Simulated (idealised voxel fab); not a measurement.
process module | voxel transistor to metal
In the cross-section labelled cut, the width is 215 nm and each square cell is 5 nm.
Cross-section, as written here: a square-cell grid given band by band from the top down, where a band holds one or more rows of cells. In this notation a band is specified by the heights of its top and bottom, in that order and in nm, after which its materials appear from left to right, each paired with its width in nm. The word "everywhere" attached to a single material means that material fills the band from edge to edge; the word "blank" stands for empty space. Note: height 0 marks the level under which the wafer is uniformly one material as received. Lowest band unbounded below, written "0 down". Width: "30->40" (first number = top row, second number = bottom row, same change from row to row of cells). When a step is marked "nothing was modified", none of the cells in the cross-section changed during that step. Heads up: "Voids lacking openings" only lists the empty pockets with no open path to the top that are 8 cells or more, and it writes them as width x height at distance, distance from the left edge, in nm. If you see something after the settings on a step's line, that's the simulator's own remark about that step. overlay nm: mask right of planned place by this much (step with mask). Neg. = left. Each pair below shows a cross-section before one step and the cross-section after it, down to the lowest band that changed. The line under each pair gives the step between them, with its settings. The pairs can come from different runs of this module on the same starting wafer, so a pair continues from the pair above only where its "Prior state" says so.

PRIOR STATE
40 to 35: 95 of blank; 5 of SiN; 5 of blank; 15 of SiCN; 5 of blank; 5 of SiN; 85 of blank
35 to 25: 95 of blank; 5 of SiN; 5 of SiO2; 15 of SiCN; 5 of SiO2; 5 of SiN; 85 of blank
25 to 5: 90 of blank; 5 of SiN; 5 of SiO2; 20 of polySi; 5 of SiO2; 5 of SiN; 85 of blank
5 to 0: 60 of blank; 5 of SiN; 25 of blank; 5 of SiN; 5 of SiO2; 20 of polySi; 5 of SiO2; 5 of SiN; 20 of blank; 5 of SiN; 60 of blank
0 to -5: 60 of SiO2; 5 of SiN; 25 of blank; 5 of SiN; 5 of SiO2; 20 of polySi; 5 of SiO2; 5 of SiN; 20 of blank; 5 of SiN; 60 of SiO2
-5 to -10: 65 of SiO2; 25 of blank; 40 of SiO2; 20 of blank; 65 of SiO2
-10 to -25: 65 of SiO2; 25 of blank; 40 of Si; 20 of blank; 65 of SiO2
-25 to -45: 65 of SiO2; 85 of Si; 65 of SiO2
-45 down: Si everywhere
Voids lacking openings: none

POST-PROCESS SECTION
40 to 35: 95 of blank; 5 of SiN; 5 of blank; 15 of SiCN; 5 of blank; 5 of SiN; 85 of blank
35 to 25: 95 of blank; 5 of SiN; 5 of SiO2; 15 of SiCN; 5 of SiO2; 5 of SiN; 85 of blank
25 to 10: 90 of blank; 5 of SiN; 5 of SiO2; 20 of polySi; 5 of SiO2; 5 of SiN; 85 of blank
10 to 5: 70 of blank; 20 of SiGe; 5 of SiN; 5 of SiO2; 20 of polySi; 5 of SiO2; 5 of SiN; 20 of SiGe; 65 of blank
5 to 0: 60 of blank; 5 of SiN; 5 of blank; 20 of SiGe; 5 of SiN; 5 of SiO2; 20 of polySi; 5 of SiO2; 5 of SiN; 20 of SiGe; 5 of SiN; 60 of blank
0 to -5: 60 of SiO2; 5 of SiN; 5 of blank; 20 of SiGe; 5 of SiN; 5 of SiO2; 20 of polySi; 5 of SiO2; 5 of SiN; 20 of SiGe; 5 of SiN; 60 of SiO2
-5 to -10: 65 of SiO2; 25 of SiGe; 40 of SiO2; 20 of SiGe; 65 of SiO2
-10 to -25: 65 of SiO2; 25 of SiGe; 40 of Si; 20 of SiGe; 65 of SiO2
Everything below -25 is unchanged.
Voids lacking openings: none
Processing between the before and after sections above: EPI with material SiGe, thk nm 20

Prior state: The prior state of this step coincides with the post-step cross-section of the pair just above.

POST-PROCESS SECTION
50 to 40: SiO2 everywhere
40 to 25: 95 of SiO2; 5 of SiN; 5 of SiO2; 15 of SiCN; 5 of SiO2; 5 of SiN; 85 of SiO2
25 to 10: 90 of SiO2; 5 of SiN; 5 of SiO2; 20 of polySi; 5 of SiO2; 5 of SiN; 85 of SiO2
10 to 5: 70 of SiO2; 20 of SiGe; 5 of SiN; 5 of SiO2; 20 of polySi; 5 of SiO2; 5 of SiN; 20 of SiGe; 65 of SiO2
5 to -5: 60 of SiO2; 5 of SiN; 5 of SiO2; 20 of SiGe; 5 of SiN; 5 of SiO2; 20 of polySi; 5 of SiO2; 5 of SiN; 20 of SiGe; 5 of SiN; 60 of SiO2
Everything below -5 is unchanged.
Voids lacking openings: none
Processing between the before and after sections above: FILL_DEP with material SiO2, thk nm 10

Prior state: The prior state of this step coincides with the post-step cross-section of the pair just above.

POST-PROCESS SECTION
40 to 25: 95 of SiO2; 5 of SiN; 5 of SiO2; 15 of SiCN; 5 of SiO2; 5 of SiN; 85 of SiO2
Everything below 25 is unchanged.
Voids lacking openings: none
Processing between the before and after sections above: CMP with height nm 40

Prior state: The prior state of this step coincides with the post-step cross-section of the pair just above.

POST-PROCESS SECTION
55 to 40: SiO2 everywhere
Everything below 40 is unchanged.
Voids lacking openings: none
Processing between the before and after sections above: DIRECTIONAL_DEP with material SiO2, thk nm 15

Prior state: The prior state of this step coincides with the post-step cross-section of the pair just above.

POST-PROCESS SECTION
55 to 40: 70 of SiO2; 25 of blank; 25 of SiO2; 25 of blank; 70 of SiO2
40 to 25: 70 of SiO2; 25 of blank; 5 of SiN; 5 of SiO2; 15 of SiCN; 5 of blank; 5 of SiN; 15 of blank; 70 of SiO2
25 to 10: 70 of SiO2; 20 of blank; 5 of SiN; 5 of SiO2; 20 of polySi; 5 of blank; 5 of SiN; 15 of blank; 70 of SiO2
Everything below 10 is unchanged.
Voids lacking openings: none
Processing between the before and after sections above: MASKED_ETCH with tone open, mask id CONTACT, width nm 25, pitch nm 50, etch materials SiO2, depth nm 45, overlay nm 0

Prior state: The prior state of this step coincides with the post-step cross-section of the pair just above.

POST-PROCESS SECTION
60 to 55: 75 of TiN; 15 of blank; 35 of TiN; 15 of blank; 75 of TiN
55 to 45: 70 of SiO2; 5 of TiN; 15 of blank; 5 of TiN; 25 of SiO2; 5 of TiN; 15 of blank; 5 of TiN; 70 of SiO2
45 to 40: 70 of SiO2; 5 of TiN; 15 of blank; 5 of TiN; 25 of SiO2; 15 of TiN; 5 of blank; 5 of TiN; 70 of SiO2
40 to 30: 70 of SiO2; 5 of TiN; 15 of blank; 5 of TiN; 5 of SiN; 5 of SiO2; 15 of SiCN; 5 of TiN; 5 of SiN; 5 of TiN; 5 of blank; 5 of TiN; 70 of SiO2
30 to 25: 70 of SiO2; 5 of TiN; 10 of blank; 10 of TiN; 5 of SiN; 5 of SiO2; 15 of SiCN; 5 of TiN; 5 of SiN; 5 of TiN; 5 of blank; 5 of TiN; 70 of SiO2
25 to 15: 70 of SiO2; 5 of TiN; 10 of blank; 5 of TiN; 5 of SiN; 5 of SiO2; 20 of polySi; 5 of TiN; 5 of SiN; 5 of TiN; 5 of blank; 5 of TiN; 70 of SiO2
15 to 10: 70 of SiO2; 20 of TiN; 5 of SiN; 5 of SiO2; 20 of polySi; 5 of TiN; 5 of SiN; 15 of TiN; 70 of SiO2
Everything below 10 is unchanged.
Voids lacking openings: none
Processing between the before and after sections above: CONFORMAL_DEP with material TiN, thk nm 5

Prior state: The prior state of this step coincides with the post-step cross-section of the pair just above.

POST-PROCESS SECTION
70 to 60: Ru everywhere
60 to 55: 75 of TiN; 15 of Ru; 35 of TiN; 15 of Ru; 75 of TiN
55 to 45: 70 of SiO2; 5 of TiN; 15 of Ru; 5 of TiN; 25 of SiO2; 5 of TiN; 15 of Ru; 5 of TiN; 70 of SiO2
45 to 40: 70 of SiO2; 5 of TiN; 15 of Ru; 5 of TiN; 25 of SiO2; 15 of TiN; 5 of Ru; 5 of TiN; 70 of SiO2
40 to 30: 70 of SiO2; 5 of TiN; 15 of Ru; 5 of TiN; 5 of SiN; 5 of SiO2; 15 of SiCN; 5 of TiN; 5 of SiN; 5 of TiN; 5 of Ru; 5 of TiN; 70 of SiO2
30 to 25: 70 of SiO2; 5 of TiN; 10 of Ru; 10 of TiN; 5 of SiN; 5 of SiO2; 15 of SiCN; 5 of TiN; 5 of SiN; 5 of TiN; 5 of Ru; 5 of TiN; 70 of SiO2
25 to 15: 70 of SiO2; 5 of TiN; 10 of Ru; 5 of TiN; 5 of SiN; 5 of SiO2; 20 of polySi; 5 of TiN; 5 of SiN; 5 of TiN; 5 of Ru; 5 of TiN; 70 of SiO2
Everything below 15 is unchanged.
Voids lacking openings: none
Processing between the before and after sections above: FILL_DEP with material Ru, thk nm 10

Prior state: The prior state of this step coincides with the post-step cross-section of the pair just above.

POST-PROCESS SECTION
55 to 45: 70 of SiO2; 5 of TiN; 15 of Ru; 5 of TiN; 25 of SiO2; 5 of TiN; 15 of Ru; 5 of TiN; 70 of SiO2
Everything below 45 is unchanged.
Voids lacking openings: none
Processing between the before and after sections above: CMP with height nm 55

Prior state: The prior state of this step coincides with the post-step cross-section of the pair just above.

POST-PROCESS SECTION
60 to 55: SiN everywhere
Everything below 55 is unchanged.
Voids lacking openings: none
Processing between the before and after sections above: CONFORMAL_DEP with material SiN, thk nm 5

Prior state: The prior state of this step coincides with the post-step cross-section of the pair just above.

POST-PROCESS SECTION
75 to 60: lowk everywhere
Everything below 60 is unchanged.
Voids lacking openings: none
Processing between the before and after sections above: DIRECTIONAL_DEP with material lowk, thk nm 15

Prior state: The prior state of this step coincides with the post-step cross-section of the pair just above.

POST-PROCESS SECTION
95 to 75: 70 of resist; 15 of blank; 45 of resist; 15 of blank; 70 of resist
Everything below 75 is unchanged.
Voids lacking openings: none
Processing between the before and after sections above: PATTERN with tone open, mask id METAL_1, material resist, width nm 15, pitch nm 60, thk nm 20, overlay nm 0

Prior state: The prior state of this step coincides with the post-step cross-section of the pair just above.

POST-PROCESS SECTION
95 to 75: 70 of resist; 15 of blank; 45 of resist; 15 of blank; 70 of resist
75 to 60: 70 of lowk; 15 of blank; 45 of lowk; 15 of blank; 70 of lowk
Everything below 60 is unchanged.
Voids lacking openings: none
Processing between the before and after sections above: DIRECTIONAL_ETCH with etch materials lowk, depth nm 15

Prior state: The prior state of this step coincides with the post-step cross-section of the pair just above.

POST-PROCESS SECTION
95 to 75: 70 of resist; 15 of blank; 45 of resist; 15 of blank; 70 of resist
75 to 60: 70 of lowk; 15 of blank; 45 of lowk; 15 of blank; 70 of lowk
60 to 55: 70 of SiN; 15 of blank; 45 of SiN; 15 of blank; 70 of SiN
Everything below 55 is unchanged.
Voids lacking openings: none
Processing between the before and after sections above: DIRECTIONAL_ETCH with etch materials SiN, depth nm 5

Prior state: The prior state of this step coincides with the post-step cross-section of the pair just above.

POST-PROCESS SECTION
75 to 60: 70 of lowk; 15 of blank; 45 of lowk; 15 of blank; 70 of lowk
Everything below 60 is unchanged.
Voids lacking openings: none
Processing between the before and after sections above: STRIP with etch materials resist

Prior state: The prior state of this step coincides with the post-step cross-section of the pair just above.

POST-PROCESS SECTION
80 to 75: 75 of TiN; 5 of blank; 55 of TiN; 5 of blank; 75 of TiN
75 to 60: 70 of lowk; 5 of TiN; 5 of blank; 5 of TiN; 45 of lowk; 5 of TiN; 5 of blank; 5 of TiN; 70 of lowk
60 to 55: 70 of SiN; 15 of TiN; 45 of SiN; 15 of TiN; 70 of SiN
Everything below 55 is unchanged.
Voids lacking openings: none
Processing between the before and after sections above: CONFORMAL_DEP with material TiN, thk nm 5

Prior state: The prior state of this step coincides with the post-step cross-section of the pair just above.

POST-PROCESS SECTION
85 to 80: W everywhere
80 to 75: 75 of TiN; 5 of W; 55 of TiN; 5 of W; 75 of TiN
75 to 60: 70 of lowk; 5 of TiN; 5 of W; 5 of TiN; 45 of lowk; 5 of TiN; 5 of W; 5 of TiN; 70 of lowk
Everything below 60 is unchanged.
Voids lacking openings: none
Processing between the before and after sections above: FILL_DEP with material W, thk nm 5

Prior state: The prior state of this step coincides with the post-step cross-section of the pair just above.

POST-PROCESS SECTION
75 to 60: 70 of lowk; 5 of TiN; 5 of W; 5 of TiN; 45 of lowk; 5 of TiN; 5 of W; 5 of TiN; 70 of lowk
Everything below 60 is unchanged.
Voids lacking openings: none
Processing between the before and after sections above: CMP with height nm 75

Prior state: The prior state of this step coincides with the post-step cross-section of the pair just above.

POST-PROCESS SECTION
80 to 75: 65 of blank; 25 of Ru; 35 of blank; 25 of Ru; 65 of blank
Everything below 75 is unchanged.
Voids lacking openings: none
Processing between the before and after sections above: EPI with material Ru, thk nm 5

Prior state: The prior state of this step coincides with the post-step cross-section of the pair just above.

POST-PROCESS SECTION
85 to 80: SiCN everywhere
80 to 75: 65 of SiCN; 25 of Ru; 35 of SiCN; 25 of Ru; 65 of SiCN
Everything below 75 is unchanged.
Voids lacking openings: none
Processing between the before and after sections above: FILL_DEP with material SiCN, thk nm 5

PRIOR STATE
60 to 55: SiN everywhere
55 to 45: 70 of SiO2; 5 of TiN; 15 of Ru; 5 of TiN; 25 of SiO2; 5 of TiN; 15 of Ru; 5 of TiN; 70 of SiO2
45 to 40: 70 of SiO2; 5 of TiN; 10 of Ru; 10 of TiN; 25 of SiO2; 10 of TiN; 10 of Ru; 5 of TiN; 70 of SiO2
40 to 25: 70 of SiO2; 5 of TiN; 10 of Ru; 5 of TiN; 5 of SiN; 5 of SiO2; 15 of SiCN; 5 of SiO2; 5 of SiN; 5 of TiN; 10 of Ru; 5 of TiN; 70 of SiO2
25 to 15: 70 of SiO2; 5 of TiN; 10 of Ru; 5 of TiN; 5 of SiN; 5 of SiO2; 15 of polySi; 5 of SiO2; 5 of SiN; 5 of TiN; 10 of Ru; 5 of TiN; 70 of SiO2
15 to 10: 70 of SiO2; 20 of TiN; 5 of SiN; 5 of SiO2; 15 of polySi; 5 of SiO2; 5 of SiN; 20 of TiN; 70 of SiO2
10 to 5: 70 of SiO2; 20 of SiGe; 5 of SiN; 5 of SiO2; 15 of polySi; 5 of SiO2; 5 of SiN; 20 of SiGe; 70 of SiO2
5 to -5: 60 of SiO2; 5 of SiN; 5 of SiO2; 20 of SiGe; 5 of SiN; 5 of SiO2; 15 of polySi; 5 of SiO2; 5 of SiN; 20 of SiGe; 5 of SiO2; 5 of SiN; 60 of SiO2
-5 to -10: 65 of SiO2; 25 of SiGe; 35 of SiO2; 25 of SiGe; 65 of SiO2
-10 to -25: 65 of SiO2; 25 of SiGe; 35 of Si; 25 of SiGe; 65 of SiO2
-25 to -45: 65 of SiO2; 85 of Si; 65 of SiO2
-45 down: Si everywhere
Voids lacking openings: none

POST-PROCESS SECTION
75 to 60: SiCN everywhere
Everything below 60 is unchanged.
Voids lacking openings: none
Processing between the before and after sections above: DIRECTIONAL_DEP with material SiCN, thk nm 15

Prior state: The prior state of this step coincides with the post-step cross-section of the pair just above.

POST-PROCESS SECTION
95 to 75: 70 of resist; 15 of blank; 45 of resist; 15 of blank; 70 of resist
Everything below 75 is unchanged.
Voids lacking openings: none
Processing between the before and after sections above: PATTERN with tone open, mask id METAL_1, material resist, width nm 15, pitch nm 60, thk nm 20, overlay nm 0

Prior state: The prior state of this step coincides with the post-step cross-section of the pair just above.

POST-PROCESS SECTION
75 to 60: SiCN everywhere
Everything below 60 is unchanged.
Voids lacking openings: none
Processing between the before and after sections above: STRIP with etch materials resist

Prior state: The prior state of this step coincides with the post-step cross-section of the pair just above.

POST-PROCESS SECTION
80 to 75: TiN everywhere
Everything below 75 is unchanged.
Voids lacking openings: none
Processing between the before and after sections above: CONFORMAL_DEP with material TiN, thk nm 5

Prior state: The prior state of this step coincides with the post-step cross-section of the pair just above.

POST-PROCESS SECTION
85 to 80: W everywhere
Everything below 80 is unchanged.
Voids lacking openings: none
Processing between the before and after sections above: FILL_DEP with material W, thk nm 5

Prior state: The prior state of this step coincides with the post-step cross-section of the pair just above.

POST-PROCESS SECTION
75 to 60: SiCN everywhere
Everything below 60 is unchanged.
Voids lacking openings: none
Processing between the before and after sections above: CMP with height nm 75

Prior state: The prior state of this step coincides with the post-step cross-section of the pair just above.

POST-PROCESS SECTION
80 to 60: SiCN everywhere
Everything below 60 is unchanged.
Voids lacking openings: none
Processing between the before and after sections above: FILL_DEP with material SiCN, thk nm 5

PRIOR STATE
55 to 40: SiO2 everywhere
40 to 25: 90 of SiO2; 5 of SiN; 5 of SiO2; 15 of SiCN; 5 of SiO2; 5 of SiN; 90 of SiO2
25 to 10: 90 of SiO2; 5 of SiN; 5 of SiO2; 15 of polySi; 5 of SiO2; 5 of SiN; 90 of SiO2
10 to 5: 70 of SiO2; 20 of SiGe; 5 of SiN; 5 of SiO2; 15 of polySi; 5 of SiO2; 5 of SiN; 20 of SiGe; 70 of SiO2
5 to -5: 60 of SiO2; 5 of SiN; 5 of SiO2; 20 of SiGe; 5 of SiN; 5 of SiO2; 15 of polySi; 5 of SiO2; 5 of SiN; 20 of SiGe; 5 of SiO2; 5 of SiN; 60 of SiO2
-5 to -10: 65 of SiO2; 25 of SiGe; 35 of SiO2; 25 of SiGe; 65 of SiO2
-10 to -25: 65 of SiO2; 25 of SiGe; 35 of Si; 25 of SiGe; 65 of SiO2
-25 to -45: 65 of SiO2; 85 of Si; 65 of SiO2
-45 down: Si everywhere
Voids lacking openings: none

POST-PROCESS SECTION
55 to 40: 70 of blank; 25 of SiO2; 25 of blank; 25 of SiO2; 70 of blank
40 to 25: 70 of blank; 20 of SiO2; 5 of SiN; 5 of blank; 15 of SiCN; 5 of blank; 5 of SiN; 20 of SiO2; 70 of blank
25 to 10: 70 of blank; 20 of SiO2; 5 of SiN; 5 of blank; 15 of polySi; 5 of blank; 5 of SiN; 20 of SiO2; 70 of blank
Everything below 10 is unchanged.
Voids lacking openings: none
Processing between the before and after sections above: MASKED_ETCH with tone cover, mask id CONTACT, width nm 25, pitch nm 50, etch materials SiO2, depth nm 45, overlay nm 0

Prior state: The prior state of this step coincides with the post-step cross-section of the pair just above.

POST-PROCESS SECTION
60 to 55: 65 of blank; 35 of TiN; 15 of blank; 35 of TiN; 65 of blank
55 to 45: 65 of blank; 5 of TiN; 25 of SiO2; 5 of TiN; 15 of blank; 5 of TiN; 25 of SiO2; 5 of TiN; 65 of blank
45 to 40: 65 of blank; 5 of TiN; 25 of SiO2; 25 of TiN; 25 of SiO2; 5 of TiN; 65 of blank
40 to 25: 65 of blank; 5 of TiN; 20 of SiO2; 5 of SiN; 5 of TiN; 15 of SiCN; 5 of TiN; 5 of SiN; 20 of SiO2; 5 of TiN; 65 of blank
25 to 15: 65 of blank; 5 of TiN; 20 of SiO2; 5 of SiN; 5 of TiN; 15 of polySi; 5 of TiN; 5 of SiN; 20 of SiO2; 5 of TiN; 65 of blank
15 to 10: 70 of TiN; 20 of SiO2; 5 of SiN; 5 of TiN; 15 of polySi; 5 of TiN; 5 of SiN; 20 of SiO2; 70 of TiN
Everything below 10 is unchanged.
Voids lacking openings: none
Processing between the before and after sections above: CONFORMAL_DEP with material TiN, thk nm 5

Prior state: The prior state of this step coincides with the post-step cross-section of the pair just above.

POST-PROCESS SECTION
70 to 60: Ru everywhere
60 to 55: 65 of Ru; 35 of TiN; 15 of Ru; 35 of TiN; 65 of Ru
55 to 45: 65 of Ru; 5 of TiN; 25 of SiO2; 5 of TiN; 15 of Ru; 5 of TiN; 25 of SiO2; 5 of TiN; 65 of Ru
45 to 40: 65 of Ru; 5 of TiN; 25 of SiO2; 25 of TiN; 25 of SiO2; 5 of TiN; 65 of Ru
40 to 25: 65 of Ru; 5 of TiN; 20 of SiO2; 5 of SiN; 5 of TiN; 15 of SiCN; 5 of TiN; 5 of SiN; 20 of SiO2; 5 of TiN; 65 of Ru
25 to 15: 65 of Ru; 5 of TiN; 20 of SiO2; 5 of SiN; 5 of TiN; 15 of polySi; 5 of TiN; 5 of SiN; 20 of SiO2; 5 of TiN; 65 of Ru
Everything below 15 is unchanged.
Voids lacking openings: none
Processing between the before and after sections above: FILL_DEP with material Ru, thk nm 10

Prior state: The prior state of this step coincides with the post-step cross-section of the pair just above.

POST-PROCESS SECTION
55 to 45: 65 of Ru; 5 of TiN; 25 of SiO2; 5 of TiN; 15 of Ru; 5 of TiN; 25 of SiO2; 5 of TiN; 65 of Ru
Everything below 45 is unchanged.
Voids lacking openings: none
Processing between the before and after sections above: CMP with height nm 55

Prior state: The prior state of this step coincides with the post-step cross-section of the pair just above.

POST-PROCESS SECTION
60 to 55: SiN everywhere
Everything below 55 is unchanged.
Voids lacking openings: none
Processing between the before and after sections above: CONFORMAL_DEP with material SiN, thk nm 5

Prior state: The prior state of this step coincides with the post-step cross-section of the pair just above.

POST-PROCESS SECTION
75 to 60: lowk everywhere
Everything below 60 is unchanged.
Voids lacking openings: none
Processing between the before and after sections above: DIRECTIONAL_DEP with material lowk, thk nm 15

Prior state: The prior state of this step coincides with the post-step cross-section of the pair just above.

POST-PROCESS SECTION
95 to 75: 70 of resist; 15 of blank; 45 of resist; 15 of blank; 70 of resist
Everything below 75 is unchanged.
Voids lacking openings: none
Processing between the before and after sections above: PATTERN with tone open, mask id METAL_1, material resist, width nm 15, pitch nm 60, thk nm 20, overlay nm 0

Prior state: The prior state of this step coincides with the post-step cross-section of the pair just above.

POST-PROCESS SECTION
95 to 75: 70 of resist; 15 of blank; 45 of resist; 15 of blank; 70 of resist
75 to 60: 70 of lowk; 15 of blank; 45 of lowk; 15 of blank; 70 of lowk
Everything below 60 is unchanged.
Voids lacking openings: none
Processing between the before and after sections above: DIRECTIONAL_ETCH with etch materials lowk, depth nm 15

Prior state: The prior state of this step coincides with the post-step cross-section of the pair just above.

POST-PROCESS SECTION
95 to 75: 70 of resist; 15 of blank; 45 of resist; 15 of blank; 70 of resist
75 to 60: 70 of lowk; 15 of blank; 45 of lowk; 15 of blank; 70 of lowk
60 to 55: 70 of SiN; 15 of blank; 45 of SiN; 15 of blank; 70 of SiN
Everything below 55 is unchanged.
Voids lacking openings: none
Processing between the before and after sections above: DIRECTIONAL_ETCH with etch materials SiN, depth nm 5

Prior state: The prior state of this step coincides with the post-step cross-section of the pair just above.

POST-PROCESS SECTION
75 to 60: 70 of lowk; 15 of blank; 45 of lowk; 15 of blank; 70 of lowk
Everything below 60 is unchanged.
Voids lacking openings: none
Processing between the before and after sections above: STRIP with etch materials resist

Prior state: The prior state of this step coincides with the post-step cross-section of the pair just above.

POST-PROCESS SECTION
80 to 75: 75 of TiN; 5 of blank; 55 of TiN; 5 of blank; 75 of TiN
75 to 60: 70 of lowk; 5 of TiN; 5 of blank; 5 of TiN; 45 of lowk; 5 of TiN; 5 of blank; 5 of TiN; 70 of lowk
60 to 55: 70 of SiN; 15 of TiN; 45 of SiN; 15 of TiN; 70 of SiN
Everything below 55 is unchanged.
Voids lacking openings: none
Processing between the before and after sections above: CONFORMAL_DEP with material TiN, thk nm 5

Prior state: The prior state of this step coincides with the post-step cross-section of the pair just above.

POST-PROCESS SECTION
85 to 80: W everywhere
80 to 75: 75 of TiN; 5 of W; 55 of TiN; 5 of W; 75 of TiN
75 to 60: 70 of lowk; 5 of TiN; 5 of W; 5 of TiN; 45 of lowk; 5 of TiN; 5 of W; 5 of TiN; 70 of lowk
Everything below 60 is unchanged.
Voids lacking openings: none
Processing between the before and after sections above: FILL_DEP with material W, thk nm 5

Prior state: The prior state of this step coincides with the post-step cross-section of the pair just above.

POST-PROCESS SECTION
75 to 60: 70 of lowk; 5 of TiN; 5 of W; 5 of TiN; 45 of lowk; 5 of TiN; 5 of W; 5 of TiN; 70 of lowk
Everything below 60 is unchanged.
Voids lacking openings: none
Processing between the before and after sections above: CMP with height nm 75

Prior state: The prior state of this step coincides with the post-step cross-section of the pair just above.

POST-PROCESS SECTION
80 to 75: 65 of blank; 25 of Ru; 35 of blank; 25 of Ru; 65 of blank
Everything below 75 is unchanged.
Voids lacking openings: none
Processing between the before and after sections above: EPI with material Ru, thk nm 5

Prior state: The prior state of this step coincides with the post-step cross-section of the pair just above.

POST-PROCESS SECTION
85 to 80: SiCN everywhere
80 to 75: 65 of SiCN; 25 of Ru; 35 of SiCN; 25 of Ru; 65 of SiCN
Everything below 75 is unchanged.
Voids lacking openings: none
Processing between the before and after sections above: FILL_DEP with material SiCN, thk nm 5
